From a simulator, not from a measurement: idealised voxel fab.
process module | voxel transistor to metal
cross-section cut | 185 nm wide | cells 5 nm
A cross-section is a grid of square cells, given in bands from the top down. A band is one or more rows of cells.
Each band's line starts with the height of the band's top and of its bottom, in nm. Then come its materials from left to right, each with its width in nm. One material with "throughout" fills the band from edge to edge. "air" is empty space.
Height 0 is the level under which the wafer as received is all one material. The lowest band goes on downwards, as in "0 down".
A width such as "30 to 40" changes by the same amount from each row of cells to the next, from the band's top row to its bottom row.
"no change" after a step means that no cell of the cross-section changed.
closed voids: empty space of 8 cells or more with no open way to the top, each as width x height at its distance from the left edge, in nm
after a step's settings: what the simulator itself notes on the step
overlay nm, on a step with a mask: how far to the right of its planned place the mask lay; to the left if negative
plan
1 op RECEIVE | material Si
2 op CONFORMAL_DEP | material SiO2 | thk nm 5
3 op CONFORMAL_DEP | material SiN | thk nm 10
4 op MASKED_ETCH | tone cover | mask id ACTIVE | width nm 120 | etch materials SiN | depth nm 10 | overlay nm 0
5 op MASKED_ETCH | tone cover | mask id ACTIVE | width nm 120 | etch materials SiO2 | depth nm 5 | overlay nm 0
6 op MASKED_ETCH | tone cover | mask id ACTIVE | width nm 120 | etch materials Si | depth nm 20 | overlay nm 0
7 op OXIDIZE | depth nm 5
8 op FILL_DEP | material SiO2 | thk nm 5
9 op CMP | height nm 15
10 op SELECTIVE_ETCH | etch materials SiO2 | depth nm 10
11 op STRIP | etch materials SiN
12 op SELECTIVE_ETCH | etch materials SiO2 | depth nm 5
13 op OXIDIZE | depth nm 5
14 op DIRECTIONAL_DEP | material polySi | thk nm 25
15 op DIRECTIONAL_DEP | material SiCN | thk nm 10
16 op MASKED_ETCH | tone cover | mask id GATE | width nm 30 | etch materials SiCN | depth nm 20 | overlay nm 0
17 op MASKED_ETCH | tone cover | mask id GATE | width nm 30 | etch materials polySi | depth nm 35 | overlay nm 0
18 op CONFORMAL_DEP | material SiO2 | thk nm 5
19 op DIRECTIONAL_ETCH | etch materials SiO2 | depth nm 5
20 op CONFORMAL_DEP | material SiN | thk nm 5
21 op DIRECTIONAL_ETCH | etch materials SiN | depth nm 5
22 op DIRECTIONAL_ETCH | etch materials SiO2 | depth nm 5
23 op DIRECTIONAL_ETCH | etch materials Si | depth nm 15
24 op EPI | material SiGe | thk nm 20
25 op FILL_DEP | material SiO2 | thk nm 10
26 op CMP | height nm 25
27 op STRIP | etch materials polySi
28 op SELECTIVE_ETCH | etch materials SiO2 | depth nm 5
29 op CONFORMAL_DEP | material HfO2 | thk nm 5
30 op CONFORMAL_DEP | material TiN | thk nm 5
31 op FILL_DEP | material W | thk nm 10
32 op CMP | height nm 20
33 op DIRECTIONAL_DEP | material SiO2 | thk nm 10
34 op DIRECTIONAL_DEP | material aC | thk nm 10
35 op PATTERN | tone open | mask id CONTACT | material resist | width nm 20 | pitch nm 90 | thk nm 25 | overlay nm 0
36 op DIRECTIONAL_ETCH | etch materials aC | depth nm 10
37 op STRIP | etch materials resist
38 op DIRECTIONAL_ETCH | etch materials SiO2 | depth nm 30
39 op STRIP | etch materials aC
40 op CONFORMAL_DEP | material TiN | thk nm 5
41 op FILL_DEP | material Ru | thk nm 5
42 op CMP | height nm 30
43 op CONFORMAL_DEP | material SiCN | thk nm 5
44 op DIRECTIONAL_DEP | material lowk | thk nm 25
45 op DIRECTIONAL_DEP | material aC | thk nm 15
46 op PATTERN | tone open | mask id METAL_1 | material resist | width nm 20 | pitch nm 90 | thk nm 35 | overlay nm 0
47 op DIRECTIONAL_ETCH | etch materials aC | depth nm 15
48 op STRIP | etch materials resist
49 op DIRECTIONAL_ETCH | etch materials lowk | depth nm 25
50 op DIRECTIONAL_ETCH | etch materials SiCN | depth nm 5
51 op STRIP | etch materials aC
52 op CONFORMAL_DEP | material TiN | thk nm 5
53 op FILL_DEP | material Ru | thk nm 5
54 op CMP | height nm 60
55 op CONFORMAL_DEP | material SiCN | thk nm 5
first wafer, as planned
as received, after step 1
  0 down: Si throughout
  closed voids: none
after step 2
  5 to 0: SiO2 throughout
  below 0: unchanged
after step 3
  15 to 5: SiN throughout
  below 5: unchanged
after step 4
  15 to 5: air 30 | SiN 120 | air 35
  below 5: unchanged
after step 5
  15 to 5: air 30 | SiN 120 | air 35
  5 to 0: air 30 | SiO2 120 | air 35
  below 0: unchanged
after step 6
  15 to 5: air 30 | SiN 120 | air 35
  5 to 0: air 30 | SiO2 120 | air 35
  0 to -20: air 30 | Si 120 | air 35
  below -20: unchanged
after step 7
  15 to 5: air 30 | SiN 120 | air 35
  5 to 0: air 30 | SiO2 120 | air 35
  0 to -20: air 30 | SiO2 5 | Si 110 | SiO2 5 | air 35
  -20 to -25: SiO2 35 | Si 110 | SiO2 40
  below -25: unchanged
after step 8
  20 to 15: SiO2 throughout
  15 to 5: SiO2 30 | SiN 120 | SiO2 35
  5 to 0: SiO2 throughout
  0 to -25: SiO2 35 | Si 110 | SiO2 40
  below -25: unchanged
after step 9
  15 to 5: SiO2 30 | SiN 120 | SiO2 35
  below 5: unchanged
after step 10
  15 to 5: air 30 | SiN 120 | air 35
  below 5: unchanged
after step 11
  5 to 0: SiO2 throughout
  below 0: unchanged
after step 12
  0 to -25: SiO2 35 | Si 110 | SiO2 40
  below -25: unchanged
after step 13
  0 to -5: SiO2 throughout
  below -5: unchanged
after step 14
  25 to 0: polySi throughout
  below 0: unchanged
after step 15
  35 to 25: SiCN throughout
  below 25: unchanged
after step 16
  35 to 25: air 75 | SiCN 30 | air 80
  below 25: unchanged
after step 17
  35 to 25: air 75 | SiCN 30 | air 80
  25 to 0: air 75 | polySi 30 | air 80
  below 0: unchanged
after step 18
  40 to 35: air 70 | SiO2 40 | air 75
  35 to 25: air 70 | SiO2 5 | SiCN 30 | SiO2 5 | air 75
  25 to 5: air 70 | SiO2 5 | polySi 30 | SiO2 5 | air 75
  5 to 0: SiO2 75 | polySi 30 | SiO2 80
  below 0: unchanged
after step 19
  35 to 25: air 70 | SiO2 5 | SiCN 30 | SiO2 5 | air 75
  25 to 0: air 70 | SiO2 5 | polySi 30 | SiO2 5 | air 75
  below 0: unchanged
after step 20
  40 to 35: air 65 | SiN 50 | air 70
  35 to 25: air 65 | SiN 5 | SiO2 5 | SiCN 30 | SiO2 5 | SiN 5 | air 70
  25 to 5: air 65 | SiN 5 | SiO2 5 | polySi 30 | SiO2 5 | SiN 5 | air 70
  5 to 0: SiN 70 | SiO2 5 | polySi 30 | SiO2 5 | SiN 75
  below 0: unchanged
after step 21
  35 to 25: air 65 | SiN 5 | SiO2 5 | SiCN 30 | SiO2 5 | SiN 5 | air 70
  25 to 0: air 65 | SiN 5 | SiO2 5 | polySi 30 | SiO2 5 | SiN 5 | air 70
  below 0: unchanged
after step 22
  35 to 30: air 65 | SiN 5 | air 5 | SiCN 30 | air 5 | SiN 5 | air 70
  30 to 25: air 65 | SiN 5 | SiO2 5 | SiCN 30 | SiO2 5 | SiN 5 | air 70
  25 to 0: air 65 | SiN 5 | SiO2 5 | polySi 30 | SiO2 5 | SiN 5 | air 70
  0 to -5: air 65 | SiO2 50 | air 70
  below -5: unchanged
after step 23
  35 to 30: air 65 | SiN 5 | air 5 | SiCN 30 | air 5 | SiN 5 | air 70
  30 to 25: air 65 | SiN 5 | SiO2 5 | SiCN 30 | SiO2 5 | SiN 5 | air 70
  25 to 0: air 65 | SiN 5 | SiO2 5 | polySi 30 | SiO2 5 | SiN 5 | air 70
  0 to -5: air 65 | SiO2 50 | air 70
  -5 to -20: SiO2 35 | air 30 | Si 50 | air 30 | SiO2 40
  below -20: unchanged
after step 24
  35 to 30: air 65 | SiN 5 | air 5 | SiCN 30 | air 5 | SiN 5 | air 70
  30 to 25: air 65 | SiN 5 | SiO2 5 | SiCN 30 | SiO2 5 | SiN 5 | air 70
  25 to 15: air 65 | SiN 5 | SiO2 5 | polySi 30 | SiO2 5 | SiN 5 | air 70
  15 to 0: air 45 | SiGe 20 | SiN 5 | SiO2 5 | polySi 30 | SiO2 5 | SiN 5 | SiGe 20 | air 50
  0 to -5: air 30 | SiGe 35 | SiO2 50 | SiGe 35 | air 35
  -5 to -20: SiO2 35 | SiGe 30 | Si 50 | SiGe 30 | SiO2 40
  below -20: unchanged
after step 25
  45 to 35: SiO2 throughout
  35 to 25: SiO2 65 | SiN 5 | SiO2 5 | SiCN 30 | SiO2 5 | SiN 5 | SiO2 70
  25 to 15: SiO2 65 | SiN 5 | SiO2 5 | polySi 30 | SiO2 5 | SiN 5 | SiO2 70
  15 to 0: SiO2 45 | SiGe 20 | SiN 5 | SiO2 5 | polySi 30 | SiO2 5 | SiN 5 | SiGe 20 | SiO2 50
  0 to -5: SiO2 30 | SiGe 35 | SiO2 50 | SiGe 35 | SiO2 35
  below -5: unchanged
after step 26
  25 to 15: SiO2 65 | SiN 5 | SiO2 5 | polySi 30 | SiO2 5 | SiN 5 | SiO2 70
  below 15: unchanged
after step 27
  25 to 15: SiO2 65 | SiN 5 | SiO2 5 | air 30 | SiO2 5 | SiN 5 | SiO2 70
  15 to 0: SiO2 45 | SiGe 20 | SiN 5 | SiO2 5 | air 30 | SiO2 5 | SiN 5 | SiGe 20 | SiO2 50
  below 0: unchanged
after step 28
  25 to 20: air 65 | SiN 5 | air 40 | SiN 5 | air 70
  20 to 15: SiO2 65 | SiN 5 | air 40 | SiN 5 | SiO2 70
  15 to 0: SiO2 45 | SiGe 20 | SiN 5 | air 40 | SiN 5 | SiGe 20 | SiO2 50
  0 to -5: SiO2 30 | SiGe 35 | SiO2 5 | air 40 | SiO2 5 | SiGe 35 | SiO2 35
  below -5: unchanged
after step 29
  30 to 25: air 60 | HfO2 15 | air 30 | HfO2 15 | air 65
  25 to 20: HfO2 65 | SiN 5 | HfO2 5 | air 30 | HfO2 5 | SiN 5 | HfO2 70
  20 to 15: SiO2 65 | SiN 5 | HfO2 5 | air 30 | HfO2 5 | SiN 5 | SiO2 70
  15 to 0: SiO2 45 | SiGe 20 | SiN 5 | HfO2 5 | air 30 | HfO2 5 | SiN 5 | SiGe 20 | SiO2 50
  0 to -5: SiO2 30 | SiGe 35 | SiO2 5 | HfO2 40 | SiO2 5 | SiGe 35 | SiO2 35
  below -5: unchanged
after step 30
  35 to 30: air 55 | TiN 25 | air 20 | TiN 25 | air 60
  30 to 25: TiN 60 | HfO2 15 | TiN 5 | air 20 | TiN 5 | HfO2 15 | TiN 65
  25 to 20: HfO2 65 | SiN 5 | HfO2 5 | TiN 5 | air 20 | TiN 5 | HfO2 5 | SiN 5 | HfO2 70
  20 to 15: SiO2 65 | SiN 5 | HfO2 5 | TiN 5 | air 20 | TiN 5 | HfO2 5 | SiN 5 | SiO2 70
  15 to 5: SiO2 45 | SiGe 20 | SiN 5 | HfO2 5 | TiN 5 | air 20 | TiN 5 | HfO2 5 | SiN 5 | SiGe 20 | SiO2 50
  5 to 0: SiO2 45 | SiGe 20 | SiN 5 | HfO2 5 | TiN 30 | HfO2 5 | SiN 5 | SiGe 20 | SiO2 50
  below 0: unchanged
after step 31
  45 to 35: W throughout
  35 to 30: W 55 | TiN 25 | W 20 | TiN 25 | W 60
  30 to 25: TiN 60 | HfO2 15 | TiN 5 | W 20 | TiN 5 | HfO2 15 | TiN 65
  25 to 20: HfO2 65 | SiN 5 | HfO2 5 | TiN 5 | W 20 | TiN 5 | HfO2 5 | SiN 5 | HfO2 70
  20 to 15: SiO2 65 | SiN 5 | HfO2 5 | TiN 5 | W 20 | TiN 5 | HfO2 5 | SiN 5 | SiO2 70
  15 to 5: SiO2 45 | SiGe 20 | SiN 5 | HfO2 5 | TiN 5 | W 20 | TiN 5 | HfO2 5 | SiN 5 | SiGe 20 | SiO2 50
  below 5: unchanged
after step 32
  20 to 15: SiO2 65 | SiN 5 | HfO2 5 | TiN 5 | W 20 | TiN 5 | HfO2 5 | SiN 5 | SiO2 70
  below 15: unchanged
after step 33
  30 to 20: SiO2 throughout
  below 20: unchanged
after step 34
  40 to 30: aC throughout
  below 30: unchanged
after step 35
  65 to 40: resist 35 | air 20 | resist 70 | air 20 | resist 40
  below 40: unchanged
after step 36
  55 to 40: resist 35 | air 20 | resist 70 | air 20 | resist 40
  40 to 30: aC 35 | air 20 | aC 70 | air 20 | aC 40
  below 30: unchanged
after step 37
  40 to 30: aC 35 | air 20 | aC 70 | air 20 | aC 40
  below 30: unchanged
after step 38
  40 to 30: aC 35 | air 20 | aC 70 | air 20 | aC 40
  30 to 20: SiO2 35 | air 20 | SiO2 70 | air 20 | SiO2 40
  20 to 15: SiO2 35 | air 20 | SiO2 10 | SiN 5 | HfO2 5 | TiN 5 | W 20 | TiN 5 | HfO2 5 | SiN 5 | SiO2 10 | air 20 | SiO2 40
  15 to 5: SiO2 35 | air 10 | SiGe 20 | SiN 5 | HfO2 5 | TiN 5 | W 20 | TiN 5 | HfO2 5 | SiN 5 | SiGe 20 | air 10 | SiO2 40
  5 to 0: SiO2 35 | air 10 | SiGe 20 | SiN 5 | HfO2 5 | TiN 30 | HfO2 5 | SiN 5 | SiGe 20 | air 10 | SiO2 40
  below 0: unchanged
after step 39
  30 to 20: SiO2 35 | air 20 | SiO2 70 | air 20 | SiO2 40
  below 20: unchanged
after step 40
  35 to 30: TiN 40 | air 10 | TiN 80 | air 10 | TiN 45
  30 to 20: SiO2 35 | TiN 5 | air 10 | TiN 5 | SiO2 70 | TiN 5 | air 10 | TiN 5 | SiO2 40
  20 to 15: SiO2 35 | TiN 20 | SiO2 10 | SiN 5 | HfO2 5 | TiN 5 | W 20 | TiN 5 | HfO2 5 | SiN 5 | SiO2 10 | TiN 20 | SiO2 40
  15 to 5: SiO2 35 | TiN 10 | SiGe 20 | SiN 5 | HfO2 5 | TiN 5 | W 20 | TiN 5 | HfO2 5 | SiN 5 | SiGe 20 | TiN 10 | SiO2 40
  5 to 0: SiO2 35 | TiN 10 | SiGe 20 | SiN 5 | HfO2 5 | TiN 30 | HfO2 5 | SiN 5 | SiGe 20 | TiN 10 | SiO2 40
  below 0: unchanged
after step 41
  40 to 35: Ru throughout
  35 to 30: TiN 40 | Ru 10 | TiN 80 | Ru 10 | TiN 45
  30 to 20: SiO2 35 | TiN 5 | Ru 10 | TiN 5 | SiO2 70 | TiN 5 | Ru 10 | TiN 5 | SiO2 40
  below 20: unchanged
after step 42
  30 to 20: SiO2 35 | TiN 5 | Ru 10 | TiN 5 | SiO2 70 | TiN 5 | Ru 10 | TiN 5 | SiO2 40
  below 20: unchanged
after step 43
  35 to 30: SiCN throughout
  below 30: unchanged
after step 44
  60 to 35: lowk throughout
  below 35: unchanged
after step 45
  75 to 60: aC throughout
  below 60: unchanged
after step 46
  110 to 75: resist 35 | air 20 | resist 70 | air 20 | resist 40
  below 75: unchanged
after step 47
  95 to 75: resist 35 | air 20 | resist 70 | air 20 | resist 40
  75 to 60: aC 35 | air 20 | aC 70 | air 20 | aC 40
  below 60: unchanged
after step 48
  75 to 60: aC 35 | air 20 | aC 70 | air 20 | aC 40
  below 60: unchanged
after step 49
  75 to 60: aC 35 | air 20 | aC 70 | air 20 | aC 40
  60 to 35: lowk 35 | air 20 | lowk 70 | air 20 | lowk 40
  below 35: unchanged
after step 50
  75 to 60: aC 35 | air 20 | aC 70 | air 20 | aC 40
  60 to 35: lowk 35 | air 20 | lowk 70 | air 20 | lowk 40
  35 to 30: SiCN 35 | air 20 | SiCN 70 | air 20 | SiCN 40
  below 30: unchanged
after step 51
  60 to 35: lowk 35 | air 20 | lowk 70 | air 20 | lowk 40
  below 35: unchanged
after step 52
  65 to 60: TiN 40 | air 10 | TiN 80 | air 10 | TiN 45
  60 to 35: lowk 35 | TiN 5 | air 10 | TiN 5 | lowk 70 | TiN 5 | air 10 | TiN 5 | lowk 40
  35 to 30: SiCN 35 | TiN 20 | SiCN 70 | TiN 20 | SiCN 40
  below 30: unchanged
after step 53
  70 to 65: Ru throughout
  65 to 60: TiN 40 | Ru 10 | TiN 80 | Ru 10 | TiN 45
  60 to 35: lowk 35 | TiN 5 | Ru 10 | TiN 5 | lowk 70 | TiN 5 | Ru 10 | TiN 5 | lowk 40
  below 35: unchanged
after step 54
  60 to 35: lowk 35 | TiN 5 | Ru 10 | TiN 5 | lowk 70 | TiN 5 | Ru 10 | TiN 5 | lowk 40
  below 35: unchanged
after step 55
  65 to 60: SiCN throughout
  below 60: unchanged
second wafer: like start, like plan, one mistake. Through step 28 it matches the first wafer
when step 29 should have ended: no change
when step 30 should have ended
  30 to 25: air 60 | TiN 15 | air 30 | TiN 15 | air 65
  25 to 20: TiN 65 | SiN 5 | TiN 5 | air 30 | TiN 5 | SiN 5 | TiN 70
  20 to 15: SiO2 65 | SiN 5 | TiN 5 | air 30 | TiN 5 | SiN 5 | SiO2 70
  15 to 0: SiO2 45 | SiGe 20 | SiN 5 | TiN 5 | air 30 | TiN 5 | SiN 5 | SiGe 20 | SiO2 50
  0 to -5: SiO2 30 | SiGe 35 | SiO2 5 | TiN 40 | SiO2 5 | SiGe 35 | SiO2 35
  below -5: unchanged
when step 31 should have ended
  40 to 30: W throughout
  30 to 25: W 60 | TiN 15 | W 30 | TiN 15 | W 65
  25 to 20: TiN 65 | SiN 5 | TiN 5 | W 30 | TiN 5 | SiN 5 | TiN 70
  20 to 15: SiO2 65 | SiN 5 | TiN 5 | W 30 | TiN 5 | SiN 5 | SiO2 70
  15 to 0: SiO2 45 | SiGe 20 | SiN 5 | TiN 5 | W 30 | TiN 5 | SiN 5 | SiGe 20 | SiO2 50
  below 0: unchanged
when step 32 should have ended
  20 to 15: SiO2 65 | SiN 5 | TiN 5 | W 30 | TiN 5 | SiN 5 | SiO2 70
  below 15: unchanged
when step 33 should have ended
  30 to 20: SiO2 throughout
  below 20: unchanged
when step 34 should have ended
  40 to 30: aC throughout
  below 30: unchanged
when step 35 should have ended
  65 to 40: resist 35 | air 20 | resist 70 | air 20 | resist 40
  below 40: unchanged
when step 36 should have ended
  55 to 40: resist 35 | air 20 | resist 70 | air 20 | resist 40
  40 to 30: aC 35 | air 20 | aC 70 | air 20 | aC 40
  below 30: unchanged
when step 37 should have ended
  40 to 30: aC 35 | air 20 | aC 70 | air 20 | aC 40
  below 30: unchanged
when step 38 should have ended
  40 to 30: aC 35 | air 20 | aC 70 | air 20 | aC 40
  30 to 20: SiO2 35 | air 20 | SiO2 70 | air 20 | SiO2 40
  20 to 15: SiO2 35 | air 20 | SiO2 10 | SiN 5 | TiN 5 | W 30 | TiN 5 | SiN 5 | SiO2 10 | air 20 | SiO2 40
  15 to 0: SiO2 35 | air 10 | SiGe 20 | SiN 5 | TiN 5 | W 30 | TiN 5 | SiN 5 | SiGe 20 | air 10 | SiO2 40
  below 0: unchanged
when step 39 should have ended
  30 to 20: SiO2 35 | air 20 | SiO2 70 | air 20 | SiO2 40
  below 20: unchanged
when step 40 should have ended
  35 to 30: TiN 40 | air 10 | TiN 80 | air 10 | TiN 45
  30 to 20: SiO2 35 | TiN 5 | air 10 | TiN 5 | SiO2 70 | TiN 5 | air 10 | TiN 5 | SiO2 40
  20 to 15: SiO2 35 | TiN 20 | SiO2 10 | SiN 5 | TiN 5 | W 30 | TiN 5 | SiN 5 | SiO2 10 | TiN 20 | SiO2 40
  15 to 0: SiO2 35 | TiN 10 | SiGe 20 | SiN 5 | TiN 5 | W 30 | TiN 5 | SiN 5 | SiGe 20 | TiN 10 | SiO2 40
  below 0: unchanged
when step 41 should have ended
  40 to 35: Ru throughout
  35 to 30: TiN 40 | Ru 10 | TiN 80 | Ru 10 | TiN 45
  30 to 20: SiO2 35 | TiN 5 | Ru 10 | TiN 5 | SiO2 70 | TiN 5 | Ru 10 | TiN 5 | SiO2 40
  below 20: unchanged
when step 42 should have ended
  30 to 20: SiO2 35 | TiN 5 | Ru 10 | TiN 5 | SiO2 70 | TiN 5 | Ru 10 | TiN 5 | SiO2 40
  below 20: unchanged
when step 43 should have ended
  35 to 30: SiCN throughout
  below 30: unchanged
when step 44 should have ended
  60 to 35: lowk throughout
  below 35: unchanged
when step 45 should have ended
  75 to 60: aC throughout
  below 60: unchanged
when step 46 should have ended
  110 to 75: resist 35 | air 20 | resist 70 | air 20 | resist 40
  below 75: unchanged
when step 47 should have ended
  95 to 75: resist 35 | air 20 | resist 70 | air 20 | resist 40
  75 to 60: aC 35 | air 20 | aC 70 | air 20 | aC 40
  below 60: unchanged
when step 48 should have ended
  75 to 60: aC 35 | air 20 | aC 70 | air 20 | aC 40
  below 60: unchanged
when step 49 should have ended
  75 to 60: aC 35 | air 20 | aC 70 | air 20 | aC 40
  60 to 35: lowk 35 | air 20 | lowk 70 | air 20 | lowk 40
  below 35: unchanged
when step 50 should have ended
  75 to 60: aC 35 | air 20 | aC 70 | air 20 | aC 40
  60 to 35: lowk 35 | air 20 | lowk 70 | air 20 | lowk 40
  35 to 30: SiCN 35 | air 20 | SiCN 70 | air 20 | SiCN 40
  below 30: unchanged
when step 51 should have ended
  60 to 35: lowk 35 | air 20 | lowk 70 | air 20 | lowk 40
  below 35: unchanged
when step 52 should have ended
  65 to 60: TiN 40 | air 10 | TiN 80 | air 10 | TiN 45
  60 to 35: lowk 35 | TiN 5 | air 10 | TiN 5 | lowk 70 | TiN 5 | air 10 | TiN 5 | lowk 40
  35 to 30: SiCN 35 | TiN 20 | SiCN 70 | TiN 20 | SiCN 40
  below 30: unchanged
when step 53 should have ended
  70 to 65: Ru throughout
  65 to 60: TiN 40 | Ru 10 | TiN 80 | Ru 10 | TiN 45
  60 to 35: lowk 35 | TiN 5 | Ru 10 | TiN 5 | lowk 70 | TiN 5 | Ru 10 | TiN 5 | lowk 40
  below 35: unchanged
when step 54 should have ended
  60 to 35: lowk 35 | TiN 5 | Ru 10 | TiN 5 | lowk 70 | TiN 5 | Ru 10 | TiN 5 | lowk 40
  below 35: unchanged
when step 55 should have ended
  65 to 60: SiCN throughout
  below 60: unchanged
what went wrong: step 29 was left out
at the end the second wafer has, in cells: 16 fewer of HfO2 | 4 more of TiN | 12 more of W
